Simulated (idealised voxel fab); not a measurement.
The name of this process module is voxel tone inversion.
The cross-section shown here is cut; it is 280 nm wide and divided into square cells measuring 5 nm on a side.
Reading order for cross-sections: top band down to bottom band. Underlying form: a grid of square cells. Band size: one or more rows of cells.
Quick guide to a band line: top height, bottom height (nm) up front; then every material left to right with its width in nm. Only one material and it's marked "everywhere"? Then it fills the band edge to edge. And "empty" just means empty space.
The level at which height equals 0 is the one under which the wafer, as it arrives, is entirely one material. No lower edge exists for the bottom band, which continues downward and is notated as in "0 nm and below".
A width such as "30->40" changes by the same amount from each row of cells to the next, from the band's top row to its bottom row.
"no alteration" for a step: no cell of the cross-section changed in that step.
This entry, "Unvented internal voids", enumerates those empty regions of no fewer than 8 cells that possess no open connection to the top. Each region is reported in the form width x height at distance, the distance being taken from the left edge, with all three quantities expressed in nm.
Past the settings on a step's line: simulator remark, on that step.
Regarding "overlay nm": on a step with a mask, it is the distance the mask lay to the right of its planned place; a negative value places it to the left.
### Intended process steps
1,RECEIVE, material Si
2,CONFORMAL_DEP, material SiN, thk nm 10
3,DIRECTIONAL_DEP, material aC, thk nm 20
4,PATTERN, tone cover, mask id POSTS, material resist, width nm 25, pitch nm 40, thk nm 25, overlay nm 0
5,DIRECTIONAL_ETCH, etch materials aC, depth nm 20
6,STRIP, etch materials resist
7,FILL_DEP, material lowk, thk nm 5
8,CMP, height nm 30
9,STRIP, etch materials aC
10,CONFORMAL_DEP, material TiN, thk nm 5
11,FILL_DEP, material Ru, thk nm 5
12,CMP, height nm 30
13,CONFORMAL_DEP, material SiN, thk nm 5
### Of two wafers, the first: run according to plan
### Cross-section of the wafer as it came to us, i.e., already through step 1
    0 nm and below = Si everywhere
    Unvented internal voids: none
### Cross-section through the wafer, step 2 finished
    10 nm to 0 nm = SiN everywhere
    below 0: unchanged
### Cross-section through the wafer, step 3 finished
    30 nm to 10 nm = aC everywhere
    below 10: unchanged
### Cross-section through the wafer, step 4 finished
    55 nm to 30 nm = empty (85)  resist (25)  empty (15)  resist (25)  empty (15)  resist (25)  empty (90)
    below 30: unchanged
### Cross-section through the wafer, step 5 finished
    35 nm to 30 nm = empty (85)  resist (25)  empty (15)  resist (25)  empty (15)  resist (25)  empty (90)
    30 nm to 10 nm = empty (85)  aC (25)  empty (15)  aC (25)  empty (15)  aC (25)  empty (90)
    below 10: unchanged
### Cross-section through the wafer, step 6 finished
    30 nm to 10 nm = empty (85)  aC (25)  empty (15)  aC (25)  empty (15)  aC (25)  empty (90)
    below 10: unchanged
### Cross-section through the wafer, step 7 finished
    35 nm to 30 nm = lowk everywhere
    30 nm to 10 nm = lowk (85)  aC (25)  lowk (15)  aC (25)  lowk (15)  aC (25)  lowk (90)
    below 10: unchanged
### Cross-section through the wafer, step 8 finished
    30 nm to 10 nm = lowk (85)  aC (25)  lowk (15)  aC (25)  lowk (15)  aC (25)  lowk (90)
    below 10: unchanged
### Cross-section through the wafer, step 9 finished
    30 nm to 10 nm = lowk (85)  empty (25)  lowk (15)  empty (25)  lowk (15)  empty (25)  lowk (90)
    below 10: unchanged
### Cross-section through the wafer, step 10 finished
    35 nm to 30 nm = TiN (90)  empty (15)  TiN (25)  empty (15)  TiN (25)  empty (15)  TiN (95)
    30 nm to 15 nm = lowk (85)  TiN (5)  empty (15)  TiN (5)  lowk (15)  TiN (5)  empty (15)  TiN (5)  lowk (15)  TiN (5)  empty (15)  TiN (5)  lowk (90)
    15 nm to 10 nm = lowk (85)  TiN (25)  lowk (15)  TiN (25)  lowk (15)  TiN (25)  lowk (90)
    below 10: unchanged
### Cross-section through the wafer, step 11 finished
    40 nm to 35 nm = Ru everywhere
    35 nm to 30 nm = TiN (90)  Ru (15)  TiN (25)  Ru (15)  TiN (25)  Ru (15)  TiN (95)
    30 nm to 15 nm = lowk (85)  TiN (5)  Ru (15)  TiN (5)  lowk (15)  TiN (5)  Ru (15)  TiN (5)  lowk (15)  TiN (5)  Ru (15)  TiN (5)  lowk (90)
    below 15: unchanged
### Cross-section through the wafer, step 12 finished
    30 nm to 15 nm = lowk (85)  TiN (5)  Ru (15)  TiN (5)  lowk (15)  TiN (5)  Ru (15)  TiN (5)  lowk (15)  TiN (5)  Ru (15)  TiN (5)  lowk (90)
    below 15: unchanged
### Cross-section through the wafer, step 13 finished
    35 nm to 30 nm = SiN everywhere
    below 30: unchanged
### The second wafer began exactly as the first did and followed the same plan, but one mistake was made while running it; through step 3 inclusive, the two wafers are identical
### Second wafer, cut view, end of step 4 per plan
    55 nm to 30 nm = empty (90)  resist (15)  empty (25)  resist (15)  empty (25)  resist (15)  empty (95)
    below 30: unchanged
### Second wafer, cut view, end of step 5 per plan
    35 nm to 30 nm = empty (90)  resist (15)  empty (25)  resist (15)  empty (25)  resist (15)  empty (95)
    30 nm to 10 nm = empty (90)  aC (15)  empty (25)  aC (15)  empty (25)  aC (15)  empty (95)
    below 10: unchanged
### Second wafer, cut view, end of step 6 per plan
    30 nm to 10 nm = empty (90)  aC (15)  empty (25)  aC (15)  empty (25)  aC (15)  empty (95)
    below 10: unchanged
### Second wafer, cut view, end of step 7 per plan
    35 nm to 30 nm = lowk everywhere
    30 nm to 10 nm = lowk (90)  aC (15)  lowk (25)  aC (15)  lowk (25)  aC (15)  lowk (95)
    below 10: unchanged
### Second wafer, cut view, end of step 8 per plan
    30 nm to 10 nm = lowk (90)  aC (15)  lowk (25)  aC (15)  lowk (25)  aC (15)  lowk (95)
    below 10: unchanged
### Second wafer, cut view, end of step 9 per plan
    30 nm to 10 nm = lowk (90)  empty (15)  lowk (25)  empty (15)  lowk (25)  empty (15)  lowk (95)
    below 10: unchanged
### Second wafer, cut view, end of step 10 per plan
    35 nm to 30 nm = TiN (95)  empty (5)  TiN (35)  empty (5)  TiN (35)  empty (5)  TiN (100)
    30 nm to 15 nm = lowk (90)  TiN (5)  empty (5)  TiN (5)  lowk (25)  TiN (5)  empty (5)  TiN (5)  lowk (25)  TiN (5)  empty (5)  TiN (5)  lowk (95)
    15 nm to 10 nm = lowk (90)  TiN (15)  lowk (25)  TiN (15)  lowk (25)  TiN (15)  lowk (95)
    below 10: unchanged
### Second wafer, cut view, end of step 11 per plan
    40 nm to 35 nm = Ru everywhere
    35 nm to 30 nm = TiN (95)  Ru (5)  TiN (35)  Ru (5)  TiN (35)  Ru (5)  TiN (100)
    30 nm to 15 nm = lowk (90)  TiN (5)  Ru (5)  TiN (5)  lowk (25)  TiN (5)  Ru (5)  TiN (5)  lowk (25)  TiN (5)  Ru (5)  TiN (5)  lowk (95)
    below 15: unchanged
### Second wafer, cut view, end of step 12 per plan
    30 nm to 15 nm = lowk (90)  TiN (5)  Ru (5)  TiN (5)  lowk (25)  TiN (5)  Ru (5)  TiN (5)  lowk (25)  TiN (5)  Ru (5)  TiN (5)  lowk (95)
    below 15: unchanged
### Second wafer, cut view, end of step 13 per plan
    35 nm to 30 nm = SiN everywhere
    below 30: unchanged
Plan not followed: step 4 did not use the planned setting and instead ran as PATTERN, tone cover, mask id POSTS, material resist, width nm 15, pitch nm 40, thk nm 25, overlay nm 0
End of process, cell counts, second wafer against first, materials with more or fewer: -18 Ru | -6 TiN | +24 lowk
